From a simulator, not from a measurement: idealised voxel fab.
The process module presented herein is designated voxel wiring stack.
Displayed cross-section: cut, width of 210 nm, square cells sized 5 nm.
Cross-section format: a grid of square cells, given as bands from top to bottom; each band is one or more rows of cells. Heights first: top, then bottom, in nm. Then materials, left to right, each with a width in nm. "edge to edge" on a single material: fills the band edge to edge. "empty": empty space. Heights are measured from 0, the level below which the as-received wafer is all one material; the lowest band has no bottom and continues downward, written as in "0 -> down". Width: "30->40" (first number = top row, second number = bottom row, same change from row to row of cells). Step note "nothing altered" = no cross-section cell changed. "Sealed internal cavities": sealed empty spaces, 8 cells or more, no open way to top, listed width x height at distance, with distance from the left edge and width, height and distance in nm. On a step's line, text after the settings is the simulator commenting on that step. Regarding "overlay nm": on a step with a mask, it is the distance the mask lay to the right of its planned place; a negative value places it to the left.
## The planned process steps are enumerated hereunder
1 op RECEIVE | material Si
2 op CONFORMAL_DEP | material SiO2 | thk nm 15
3 op CONFORMAL_DEP | material SiCN | thk nm 5
4 op DIRECTIONAL_DEP | material SiO2 | thk nm 25
5 op PATTERN | tone open | mask id METAL_1 | material resist | width nm 20 | pitch nm 35 | thk nm 20 | overlay nm 0
6 op DIRECTIONAL_ETCH | etch materials SiO2 | depth nm 25
7 op DIRECTIONAL_ETCH | etch materials SiCN | depth nm 5
8 op STRIP | etch materials resist
9 op CONFORMAL_DEP | material TiN | thk nm 5
10 op FILL_DEP | material Cu | thk nm 5
11 op CMP | height nm 45
12 op CONFORMAL_DEP | material SiCN | thk nm 5
13 op DIRECTIONAL_DEP | material SiO2 | thk nm 30
14 op DIRECTIONAL_DEP | material aC | thk nm 10
15 op PATTERN | tone open | mask id METAL_2_HOLES | material resist | width nm 15 | pitch nm 35 | thk nm 25 | overlay nm 0
16 op DIRECTIONAL_ETCH | etch materials aC | depth nm 10
17 op STRIP | etch materials resist
18 op DIRECTIONAL_ETCH | etch materials SiO2 | depth nm 30
19 op STRIP | etch materials aC
20 op DIRECTIONAL_DEP | material aC | thk nm 15
21 op PATTERN | tone open | mask id METAL_2 | material resist | width nm 20 | pitch nm 35 | thk nm 30 | overlay nm 0
22 op DIRECTIONAL_ETCH | etch materials aC | depth nm 15
23 op STRIP | etch materials resist
24 op DIRECTIONAL_ETCH | etch materials SiO2 | depth nm 20
25 op DIRECTIONAL_ETCH | etch materials SiCN | depth nm 5
26 op STRIP | etch materials aC
27 op CONFORMAL_DEP | material TiN | thk nm 5
28 op FILL_DEP | material Cu | thk nm 10
29 op CMP | height nm 80
30 op CONFORMAL_DEP | material SiCN | thk nm 5
31 op DIRECTIONAL_DEP | material SiO2 | thk nm 30
32 op MASKED_ETCH | tone open | mask id METAL_3_HOLES | width nm 15 | pitch nm 70 | etch materials SiO2 | depth nm 30 | overlay nm 0
33 op DIRECTIONAL_DEP | material aC | thk nm 15
34 op PATTERN | tone open | mask id METAL_3 | material resist | width nm 20 | pitch nm 35 | thk nm 35 | overlay nm 0
35 op DIRECTIONAL_ETCH | etch materials aC | depth nm 15
36 op STRIP | etch materials resist
37 op DIRECTIONAL_ETCH | etch materials SiO2 | depth nm 20
38 op DIRECTIONAL_ETCH | etch materials SiCN | depth nm 5
39 op STRIP | etch materials aC
40 op CONFORMAL_DEP | material TiN | thk nm 5
41 op FILL_DEP | material Cu | thk nm 5
42 op CMP | height nm 115
43 op CONFORMAL_DEP | material SiCN | thk nm 5
## First wafer, two in total, run as planned
## Delivered wafer in cross-section: state after step 1
	0 -> down  Si edge to edge
	Sealed internal cavities: none
## after step 2
	15 -> 0  SiO2 edge to edge
	Below 0, the layers are the same as they were.
## after step 3
	20 -> 15  SiCN edge to edge
	Below 15, the layers are the same as they were.
## after step 4
	45 -> 20  SiO2 edge to edge
	Below 20, the layers are the same as they were.
## after step 5
	65 -> 45  resist 40, empty 20, resist 15, empty 20, resist 15, empty 20, resist 15, empty 20, resist 45
	Below 45, the layers are the same as they were.
## after step 6
	65 -> 45  resist 40, empty 20, resist 15, empty 20, resist 15, empty 20, resist 15, empty 20, resist 45
	45 -> 20  SiO2 40, empty 20, SiO2 15, empty 20, SiO2 15, empty 20, SiO2 15, empty 20, SiO2 45
	Below 20, the layers are the same as they were.
## after step 7
	65 -> 45  resist 40, empty 20, resist 15, empty 20, resist 15, empty 20, resist 15, empty 20, resist 45
	45 -> 20  SiO2 40, empty 20, SiO2 15, empty 20, SiO2 15, empty 20, SiO2 15, empty 20, SiO2 45
	20 -> 15  SiCN 40, empty 20, SiCN 15, empty 20, SiCN 15, empty 20, SiCN 15, empty 20, SiCN 45
	Below 15, the layers are the same as they were.
## after step 8
	45 -> 20  SiO2 40, empty 20, SiO2 15, empty 20, SiO2 15, empty 20, SiO2 15, empty 20, SiO2 45
	Below 20, the layers are the same as they were.
## after step 9
	50 -> 45  TiN 45, empty 10, TiN 25, empty 10, TiN 25, empty 10, TiN 25, empty 10, TiN 50
	45 -> 20  SiO2 40, TiN 5, empty 10, TiN 5, SiO2 15, TiN 5, empty 10, TiN 5, SiO2 15, TiN 5, empty 10, TiN 5, SiO2 15, TiN 5, empty 10, TiN 5, SiO2 45
	20 -> 15  SiCN 40, TiN 20, SiCN 15, TiN 20, SiCN 15, TiN 20, SiCN 15, TiN 20, SiCN 45
	Below 15, the layers are the same as they were.
## after step 10
	55 -> 50  Cu edge to edge
	50 -> 45  TiN 45, Cu 10, TiN 25, Cu 10, TiN 25, Cu 10, TiN 25, Cu 10, TiN 50
	45 -> 20  SiO2 40, TiN 5, Cu 10, TiN 5, SiO2 15, TiN 5, Cu 10, TiN 5, SiO2 15, TiN 5, Cu 10, TiN 5, SiO2 15, TiN 5, Cu 10, TiN 5, SiO2 45
	Below 20, the layers are the same as they were.
## after step 11
	45 -> 20  SiO2 40, TiN 5, Cu 10, TiN 5, SiO2 15, TiN 5, Cu 10, TiN 5, SiO2 15, TiN 5, Cu 10, TiN 5, SiO2 15, TiN 5, Cu 10, TiN 5, SiO2 45
	Below 20, the layers are the same as they were.
## after step 12
	50 -> 45  SiCN edge to edge
	Below 45, the layers are the same as they were.
## after step 13
	80 -> 50  SiO2 edge to edge
	Below 50, the layers are the same as they were.
## after step 14
	90 -> 80  aC edge to edge
	Below 80, the layers are the same as they were.
## after step 15
	115 -> 90  resist 40, empty 15, resist 20, empty 15, resist 20, empty 15, resist 20, empty 15, resist 50
	Below 90, the layers are the same as they were.
## after step 16
	105 -> 90  resist 40, empty 15, resist 20, empty 15, resist 20, empty 15, resist 20, empty 15, resist 50
	90 -> 80  aC 40, empty 15, aC 20, empty 15, aC 20, empty 15, aC 20, empty 15, aC 50
	Below 80, the layers are the same as they were.
## after step 17
	90 -> 80  aC 40, empty 15, aC 20, empty 15, aC 20, empty 15, aC 20, empty 15, aC 50
	Below 80, the layers are the same as they were.
## after step 18
	90 -> 80  aC 40, empty 15, aC 20, empty 15, aC 20, empty 15, aC 20, empty 15, aC 50
	80 -> 50  SiO2 40, empty 15, SiO2 20, empty 15, SiO2 20, empty 15, SiO2 20, empty 15, SiO2 50
	Below 50, the layers are the same as they were.
## after step 19
	80 -> 50  SiO2 40, empty 15, SiO2 20, empty 15, SiO2 20, empty 15, SiO2 20, empty 15, SiO2 50
	Below 50, the layers are the same as they were.
## after step 20
	95 -> 80  aC 40, empty 15, aC 20, empty 15, aC 20, empty 15, aC 20, empty 15, aC 50
	80 -> 65  SiO2 40, empty 15, SiO2 20, empty 15, SiO2 20, empty 15, SiO2 20, empty 15, SiO2 50
	65 -> 50  SiO2 40, aC 15, SiO2 20, aC 15, SiO2 20, aC 15, SiO2 20, aC 15, SiO2 50
	Below 50, the layers are the same as they were.
## after step 21
	125 -> 95  resist 40, empty 20, resist 15, empty 20, resist 15, empty 20, resist 15, empty 20, resist 45
	Below 95, the layers are the same as they were.
## after step 22
	110 -> 95  resist 40, empty 20, resist 15, empty 20, resist 15, empty 20, resist 15, empty 20, resist 45
	95 -> 80  aC 40, empty 20, aC 15, empty 20, aC 15, empty 20, aC 15, empty 20, aC 45
	80 -> 50  SiO2 40, empty 15, SiO2 20, empty 15, SiO2 20, empty 15, SiO2 20, empty 15, SiO2 50
	Below 50, the layers are the same as they were.
## after step 23
	95 -> 80  aC 40, empty 20, aC 15, empty 20, aC 15, empty 20, aC 15, empty 20, aC 45
	Below 80, the layers are the same as they were.
## after step 24
	95 -> 80  aC 40, empty 20, aC 15, empty 20, aC 15, empty 20, aC 15, empty 20, aC 45
	80 -> 60  SiO2 40, empty 20, SiO2 15, empty 20, SiO2 15, empty 20, SiO2 15, empty 20, SiO2 45
	Below 60, the layers are the same as they were.
## after step 25
	95 -> 80  aC 40, empty 20, aC 15, empty 20, aC 15, empty 20, aC 15, empty 20, aC 45
	80 -> 60  SiO2 40, empty 20, SiO2 15, empty 20, SiO2 15, empty 20, SiO2 15, empty 20, SiO2 45
	60 -> 50  SiO2 40, empty 15, SiO2 20, empty 15, SiO2 20, empty 15, SiO2 20, empty 15, SiO2 50
	50 -> 45  SiCN 40, empty 15, SiCN 20, empty 15, SiCN 20, empty 15, SiCN 20, empty 15, SiCN 50
	Below 45, the layers are the same as they were.
## after step 26
	80 -> 60  SiO2 40, empty 20, SiO2 15, empty 20, SiO2 15, empty 20, SiO2 15, empty 20, SiO2 45
	Below 60, the layers are the same as they were.
## after step 27
	85 -> 80  TiN 45, empty 10, TiN 25, empty 10, TiN 25, empty 10, TiN 25, empty 10, TiN 50
	80 -> 65  SiO2 40, TiN 5, empty 10, TiN 5, SiO2 15, TiN 5, empty 10, TiN 5, SiO2 15, TiN 5, empty 10, TiN 5, SiO2 15, TiN 5, empty 10, TiN 5, SiO2 45
	65 -> 60  SiO2 40, TiN 5, empty 5, TiN 10, SiO2 15, TiN 5, empty 5, TiN 10, SiO2 15, TiN 5, empty 5, TiN 10, SiO2 15, TiN 5, empty 5, TiN 10, SiO2 45
	60 -> 50  SiO2 40, TiN 5, empty 5, TiN 5, SiO2 20, TiN 5, empty 5, TiN 5, SiO2 20, TiN 5, empty 5, TiN 5, SiO2 20, TiN 5, empty 5, TiN 5, SiO2 50
	50 -> 45  SiCN 40, TiN 15, SiCN 20, TiN 15, SiCN 20, TiN 15, SiCN 20, TiN 15, SiCN 50
	Below 45, the layers are the same as they were.
## after step 28
	95 -> 85  Cu edge to edge
	85 -> 80  TiN 45, Cu 10, TiN 25, Cu 10, TiN 25, Cu 10, TiN 25, Cu 10, TiN 50
	80 -> 65  SiO2 40, TiN 5, Cu 10, TiN 5, SiO2 15, TiN 5, Cu 10, TiN 5, SiO2 15, TiN 5, Cu 10, TiN 5, SiO2 15, TiN 5, Cu 10, TiN 5, SiO2 45
	65 -> 60  SiO2 40, TiN 5, Cu 5, TiN 10, SiO2 15, TiN 5, Cu 5, TiN 10, SiO2 15, TiN 5, Cu 5, TiN 10, SiO2 15, TiN 5, Cu 5, TiN 10, SiO2 45
	60 -> 50  SiO2 40, TiN 5, Cu 5, TiN 5, SiO2 20, TiN 5, Cu 5, TiN 5, SiO2 20, TiN 5, Cu 5, TiN 5, SiO2 20, TiN 5, Cu 5, TiN 5, SiO2 50
	Below 50, the layers are the same as they were.
## after step 29
	80 -> 65  SiO2 40, TiN 5, Cu 10, TiN 5, SiO2 15, TiN 5, Cu 10, TiN 5, SiO2 15, TiN 5, Cu 10, TiN 5, SiO2 15, TiN 5, Cu 10, TiN 5, SiO2 45
	Below 65, the layers are the same as they were.
## after step 30
	85 -> 80  SiCN edge to edge
	Below 80, the layers are the same as they were.
## after step 31
	115 -> 85  SiO2 edge to edge
	Below 85, the layers are the same as they were.
## after step 32
	115 -> 85  SiO2 40, empty 15, SiO2 55, empty 15, SiO2 85
	Below 85, the layers are the same as they were.
## after step 33
	130 -> 115  aC 40, empty 15, aC 55, empty 15, aC 85
	115 -> 100  SiO2 40, empty 15, SiO2 55, empty 15, SiO2 85
	100 -> 85  SiO2 40, aC 15, SiO2 55, aC 15, SiO2 85
	Below 85, the layers are the same as they were.
## after step 34
	165 -> 130  resist 40, empty 20, resist 15, empty 20, resist 15, empty 20, resist 15, empty 20, resist 45
	Below 130, the layers are the same as they were.
## after step 35
	150 -> 130  resist 40, empty 20, resist 15, empty 20, resist 15, empty 20, resist 15, empty 20, resist 45
	130 -> 115  aC 40, empty 20, aC 15, empty 20, aC 15, empty 20, aC 15, empty 20, aC 45
	115 -> 85  SiO2 40, empty 15, SiO2 55, empty 15, SiO2 85
	Below 85, the layers are the same as they were.
## after step 36
	130 -> 115  aC 40, empty 20, aC 15, empty 20, aC 15, empty 20, aC 15, empty 20, aC 45
	Below 115, the layers are the same as they were.
## after step 37
	130 -> 115  aC 40, empty 20, aC 15, empty 20, aC 15, empty 20, aC 15, empty 20, aC 45
	115 -> 95  SiO2 40, empty 20, SiO2 15, empty 20, SiO2 15, empty 20, SiO2 15, empty 20, SiO2 45
	Below 95, the layers are the same as they were.
## after step 38
	130 -> 115  aC 40, empty 20, aC 15, empty 20, aC 15, empty 20, aC 15, empty 20, aC 45
	115 -> 95  SiO2 40, empty 20, SiO2 15, empty 20, SiO2 15, empty 20, SiO2 15, empty 20, SiO2 45
	95 -> 85  SiO2 40, empty 15, SiO2 55, empty 15, SiO2 85
	85 -> 80  SiCN 40, empty 15, SiCN 55, empty 15, SiCN 85
	Below 80, the layers are the same as they were.
## after step 39
	115 -> 95  SiO2 40, empty 20, SiO2 15, empty 20, SiO2 15, empty 20, SiO2 15, empty 20, SiO2 45
	Below 95, the layers are the same as they were.
## after step 40
	120 -> 115  TiN 45, empty 10, TiN 25, empty 10, TiN 25, empty 10, TiN 25, empty 10, TiN 50
	115 -> 100  SiO2 40, TiN 5, empty 10, TiN 5, SiO2 15, TiN 5, empty 10, TiN 5, SiO2 15, TiN 5, empty 10, TiN 5, SiO2 15, TiN 5, empty 10, TiN 5, SiO2 45
	100 -> 95  SiO2 40, TiN 5, empty 5, TiN 10, SiO2 15, TiN 20, SiO2 15, TiN 5, empty 5, TiN 10, SiO2 15, TiN 20, SiO2 45
	95 -> 85  SiO2 40, TiN 5, empty 5, TiN 5, SiO2 55, TiN 5, empty 5, TiN 5, SiO2 85
	85 -> 80  SiCN 40, TiN 15, SiCN 55, TiN 15, SiCN 85
	Below 80, the layers are the same as they were.
## after step 41
	125 -> 120  Cu edge to edge
	120 -> 115  TiN 45, Cu 10, TiN 25, Cu 10, TiN 25, Cu 10, TiN 25, Cu 10, TiN 50
	115 -> 100  SiO2 40, TiN 5, Cu 10, TiN 5, SiO2 15, TiN 5, Cu 10, TiN 5, SiO2 15, TiN 5, Cu 10, TiN 5, SiO2 15, TiN 5, Cu 10, TiN 5, SiO2 45
	100 -> 95  SiO2 40, TiN 5, Cu 5, TiN 10, SiO2 15, TiN 20, SiO2 15, TiN 5, Cu 5, TiN 10, SiO2 15, TiN 20, SiO2 45
	95 -> 85  SiO2 40, TiN 5, Cu 5, TiN 5, SiO2 55, TiN 5, Cu 5, TiN 5, SiO2 85
	Below 85, the layers are the same as they were.
## after step 42
	115 -> 100  SiO2 40, TiN 5, Cu 10, TiN 5, SiO2 15, TiN 5, Cu 10, TiN 5, SiO2 15, TiN 5, Cu 10, TiN 5, SiO2 15, TiN 5, Cu 10, TiN 5, SiO2 45
	Below 100, the layers are the same as they were.
## after step 43
	120 -> 115  SiCN edge to edge
	Below 115, the layers are the same as they were.
## Wafer two. Identical start, identical plan. One mistake in execution. Identical history through step 12
## Cross-section of the second wafer at the time by which step 13 should have been completed according to the plan
	110 -> 50  SiO2 edge to edge
	Below 50, the layers are the same as they were.
## Cross-section of the second wafer at the time by which step 14 should have been completed according to the plan
	120 -> 110  aC edge to edge
	Below 110, the layers are the same as they were.
## Cross-section of the second wafer at the time by which step 15 should have been completed according to the plan
	145 -> 120  resist 40, empty 15, resist 20, empty 15, resist 20, empty 15, resist 20, empty 15, resist 50
	Below 120, the layers are the same as they were.
## Cross-section of the second wafer at the time by which step 16 should have been completed according to the plan
	135 -> 120  resist 40, empty 15, resist 20, empty 15, resist 20, empty 15, resist 20, empty 15, resist 50
	120 -> 110  aC 40, empty 15, aC 20, empty 15, aC 20, empty 15, aC 20, empty 15, aC 50
	Below 110, the layers are the same as they were.
## Cross-section of the second wafer at the time by which step 17 should have been completed according to the plan
	120 -> 110  aC 40, empty 15, aC 20, empty 15, aC 20, empty 15, aC 20, empty 15, aC 50
	Below 110, the layers are the same as they were.
## Cross-section of the second wafer at the time by which step 18 should have been completed according to the plan
	120 -> 110  aC 40, empty 15, aC 20, empty 15, aC 20, empty 15, aC 20, empty 15, aC 50
	110 -> 80  SiO2 40, empty 15, SiO2 20, empty 15, SiO2 20, empty 15, SiO2 20, empty 15, SiO2 50
	Below 80, the layers are the same as they were.
## Cross-section of the second wafer at the time by which step 19 should have been completed according to the plan
	110 -> 80  SiO2 40, empty 15, SiO2 20, empty 15, SiO2 20, empty 15, SiO2 20, empty 15, SiO2 50
	Below 80, the layers are the same as they were.
## Cross-section of the second wafer at the time by which step 20 should have been completed according to the plan
	125 -> 110  aC 40, empty 15, aC 20, empty 15, aC 20, empty 15, aC 20, empty 15, aC 50
	110 -> 95  SiO2 40, empty 15, SiO2 20, empty 15, SiO2 20, empty 15, SiO2 20, empty 15, SiO2 50
	95 -> 80  SiO2 40, aC 15, SiO2 20, aC 15, SiO2 20, aC 15, SiO2 20, aC 15, SiO2 50
	Below 80, the layers are the same as they were.
## Cross-section of the second wafer at the time by which step 21 should have been completed according to the plan
	155 -> 125  resist 40, empty 20, resist 15, empty 20, resist 15, empty 20, resist 15, empty 20, resist 45
	Below 125, the layers are the same as they were.
## Cross-section of the second wafer at the time by which step 22 should have been completed according to the plan
	140 -> 125  resist 40, empty 20, resist 15, empty 20, resist 15, empty 20, resist 15, empty 20, resist 45
	125 -> 110  aC 40, empty 20, aC 15, empty 20, aC 15, empty 20, aC 15, empty 20, aC 45
	110 -> 80  SiO2 40, empty 15, SiO2 20, empty 15, SiO2 20, empty 15, SiO2 20, empty 15, SiO2 50
	Below 80, the layers are the same as they were.
## Cross-section of the second wafer at the time by which step 23 should have been completed according to the plan
	125 -> 110  aC 40, empty 20, aC 15, empty 20, aC 15, empty 20, aC 15, empty 20, aC 45
	Below 110, the layers are the same as they were.
## Cross-section of the second wafer at the time by which step 24 should have been completed according to the plan
	125 -> 110  aC 40, empty 20, aC 15, empty 20, aC 15, empty 20, aC 15, empty 20, aC 45
	110 -> 90  SiO2 40, empty 20, SiO2 15, empty 20, SiO2 15, empty 20, SiO2 15, empty 20, SiO2 45
	90 -> 60  SiO2 40, empty 15, SiO2 20, empty 15, SiO2 20, empty 15, SiO2 20, empty 15, SiO2 50
	Below 60, the layers are the same as they were.
Cross-section of the second wafer at the time by which step 25 should have been completed according to the plan: nothing altered
## Cross-section of the second wafer at the time by which step 26 should have been completed according to the plan
	110 -> 90  SiO2 40, empty 20, SiO2 15, empty 20, SiO2 15, empty 20, SiO2 15, empty 20, SiO2 45
	Below 90, the layers are the same as they were.
## Cross-section of the second wafer at the time by which step 27 should have been completed according to the plan
	115 -> 110  TiN 45, empty 10, TiN 25, empty 10, TiN 25, empty 10, TiN 25, empty 10, TiN 50
	110 -> 95  SiO2 40, TiN 5, empty 10, TiN 5, SiO2 15, TiN 5, empty 10, TiN 5, SiO2 15, TiN 5, empty 10, TiN 5, SiO2 15, TiN 5, empty 10, TiN 5, SiO2 45
	95 -> 90  SiO2 40, TiN 5, empty 5, TiN 10, SiO2 15, TiN 5, empty 5, TiN 10, SiO2 15, TiN 5, empty 5, TiN 10, SiO2 15, TiN 5, empty 5, TiN 10, SiO2 45
	90 -> 65  SiO2 40, TiN 5, empty 5, TiN 5, SiO2 20, TiN 5, empty 5, TiN 5, SiO2 20, TiN 5, empty 5, TiN 5, SiO2 20, TiN 5, empty 5, TiN 5, SiO2 50
	65 -> 60  SiO2 40, TiN 15, SiO2 20, TiN 15, SiO2 20, TiN 15, SiO2 20, TiN 15, SiO2 50
	Below 60, the layers are the same as they were.
## Cross-section of the second wafer at the time by which step 28 should have been completed according to the plan
	125 -> 115  Cu edge to edge
	115 -> 110  TiN 45, Cu 10, TiN 25, Cu 10, TiN 25, Cu 10, TiN 25, Cu 10, TiN 50
	110 -> 95  SiO2 40, TiN 5, Cu 10, TiN 5, SiO2 15, TiN 5, Cu 10, TiN 5, SiO2 15, TiN 5, Cu 10, TiN 5, SiO2 15, TiN 5, Cu 10, TiN 5, SiO2 45
	95 -> 90  SiO2 40, TiN 5, Cu 5, TiN 10, SiO2 15, TiN 5, Cu 5, TiN 10, SiO2 15, TiN 5, Cu 5, TiN 10, SiO2 15, TiN 5, Cu 5, TiN 10, SiO2 45
	90 -> 65  SiO2 40, TiN 5, Cu 5, TiN 5, SiO2 20, TiN 5, Cu 5, TiN 5, SiO2 20, TiN 5, Cu 5, TiN 5, SiO2 20, TiN 5, Cu 5, TiN 5, SiO2 50
	Below 65, the layers are the same as they were.
## Cross-section of the second wafer at the time by which step 29 should have been completed according to the plan
	80 -> 65  SiO2 40, TiN 5, Cu 5, TiN 5, SiO2 20, TiN 5, Cu 5, TiN 5, SiO2 20, TiN 5, Cu 5, TiN 5, SiO2 20, TiN 5, Cu 5, TiN 5, SiO2 50
	Below 65, the layers are the same as they were.
## Cross-section of the second wafer at the time by which step 30 should have been completed according to the plan
	85 -> 80  SiCN edge to edge
	Below 80, the layers are the same as they were.
## Cross-section of the second wafer at the time by which step 31 should have been completed according to the plan
	115 -> 85  SiO2 edge to edge
	Below 85, the layers are the same as they were.
## Cross-section of the second wafer at the time by which step 32 should have been completed according to the plan
	115 -> 85  SiO2 40, empty 15, SiO2 55, empty 15, SiO2 85
	Below 85, the layers are the same as they were.
## Cross-section of the second wafer at the time by which step 33 should have been completed according to the plan
	130 -> 115  aC 40, empty 15, aC 55, empty 15, aC 85
	115 -> 100  SiO2 40, empty 15, SiO2 55, empty 15, SiO2 85
	100 -> 85  SiO2 40, aC 15, SiO2 55, aC 15, SiO2 85
	Below 85, the layers are the same as they were.
## Cross-section of the second wafer at the time by which step 34 should have been completed according to the plan
	165 -> 130  resist 40, empty 20, resist 15, empty 20, resist 15, empty 20, resist 15, empty 20, resist 45
	Below 130, the layers are the same as they were.
## Cross-section of the second wafer at the time by which step 35 should have been completed according to the plan
	150 -> 130  resist 40, empty 20, resist 15, empty 20, resist 15, empty 20, resist 15, empty 20, resist 45
	130 -> 115  aC 40, empty 20, aC 15, empty 20, aC 15, empty 20, aC 15, empty 20, aC 45
	115 -> 85  SiO2 40, empty 15, SiO2 55, empty 15, SiO2 85
	Below 85, the layers are the same as they were.
## Cross-section of the second wafer at the time by which step 36 should have been completed according to the plan
	130 -> 115  aC 40, empty 20, aC 15, empty 20, aC 15, empty 20, aC 15, empty 20, aC 45
	Below 115, the layers are the same as they were.
## Cross-section of the second wafer at the time by which step 37 should have been completed according to the plan
	130 -> 115  aC 40, empty 20, aC 15, empty 20, aC 15, empty 20, aC 15, empty 20, aC 45
	115 -> 95  SiO2 40, empty 20, SiO2 15, empty 20, SiO2 15, empty 20, SiO2 15, empty 20, SiO2 45
	Below 95, the layers are the same as they were.
## Cross-section of the second wafer at the time by which step 38 should have been completed according to the plan
	130 -> 115  aC 40, empty 20, aC 15, empty 20, aC 15, empty 20, aC 15, empty 20, aC 45
	115 -> 95  SiO2 40, empty 20, SiO2 15, empty 20, SiO2 15, empty 20, SiO2 15, empty 20, SiO2 45
	95 -> 85  SiO2 40, empty 15, SiO2 55, empty 15, SiO2 85
	85 -> 80  SiCN 40, empty 15, SiCN 55, empty 15, SiCN 85
	Below 80, the layers are the same as they were.
## Cross-section of the second wafer at the time by which step 39 should have been completed according to the plan
	115 -> 95  SiO2 40, empty 20, SiO2 15, empty 20, SiO2 15, empty 20, SiO2 15, empty 20, SiO2 45
	Below 95, the layers are the same as they were.
## Cross-section of the second wafer at the time by which step 40 should have been completed according to the plan
	120 -> 115  TiN 45, empty 10, TiN 25, empty 10, TiN 25, empty 10, TiN 25, empty 10, TiN 50
	115 -> 100  SiO2 40, TiN 5, empty 10, TiN 5, SiO2 15, TiN 5, empty 10, TiN 5, SiO2 15, TiN 5, empty 10, TiN 5, SiO2 15, TiN 5, empty 10, TiN 5, SiO2 45
	100 -> 95  SiO2 40, TiN 5, empty 5, TiN 10, SiO2 15, TiN 20, SiO2 15, TiN 5, empty 5, TiN 10, SiO2 15, TiN 20, SiO2 45
	95 -> 85  SiO2 40, TiN 5, empty 5, TiN 5, SiO2 55, TiN 5, empty 5, TiN 5, SiO2 85
	85 -> 80  SiCN 40, TiN 15, SiCN 55, TiN 15, SiCN 85
	Below 80, the layers are the same as they were.
## Cross-section of the second wafer at the time by which step 41 should have been completed according to the plan
	125 -> 120  Cu edge to edge
	120 -> 115  TiN 45, Cu 10, TiN 25, Cu 10, TiN 25, Cu 10, TiN 25, Cu 10, TiN 50
	115 -> 100  SiO2 40, TiN 5, Cu 10, TiN 5, SiO2 15, TiN 5, Cu 10, TiN 5, SiO2 15, TiN 5, Cu 10, TiN 5, SiO2 15, TiN 5, Cu 10, TiN 5, SiO2 45
	100 -> 95  SiO2 40, TiN 5, Cu 5, TiN 10, SiO2 15, TiN 20, SiO2 15, TiN 5, Cu 5, TiN 10, SiO2 15, TiN 20, SiO2 45
	95 -> 85  SiO2 40, TiN 5, Cu 5, TiN 5, SiO2 55, TiN 5, Cu 5, TiN 5, SiO2 85
	Below 85, the layers are the same as they were.
## Cross-section of the second wafer at the time by which step 42 should have been completed according to the plan
	115 -> 100  SiO2 40, TiN 5, Cu 10, TiN 5, SiO2 15, TiN 5, Cu 10, TiN 5, SiO2 15, TiN 5, Cu 10, TiN 5, SiO2 15, TiN 5, Cu 10, TiN 5, SiO2 45
	Below 100, the layers are the same as they were.
## Cross-section of the second wafer at the time by which step 43 should have been completed according to the plan
	120 -> 115  SiCN edge to edge
	Below 115, the layers are the same as they were.
Short version of what went wrong: step 13 of the plan was performed twice
Final comparison by cell count, materials where the second wafer has more or fewer than the first: Cu -24, SiCN +12, SiO2 +40, TiN -28
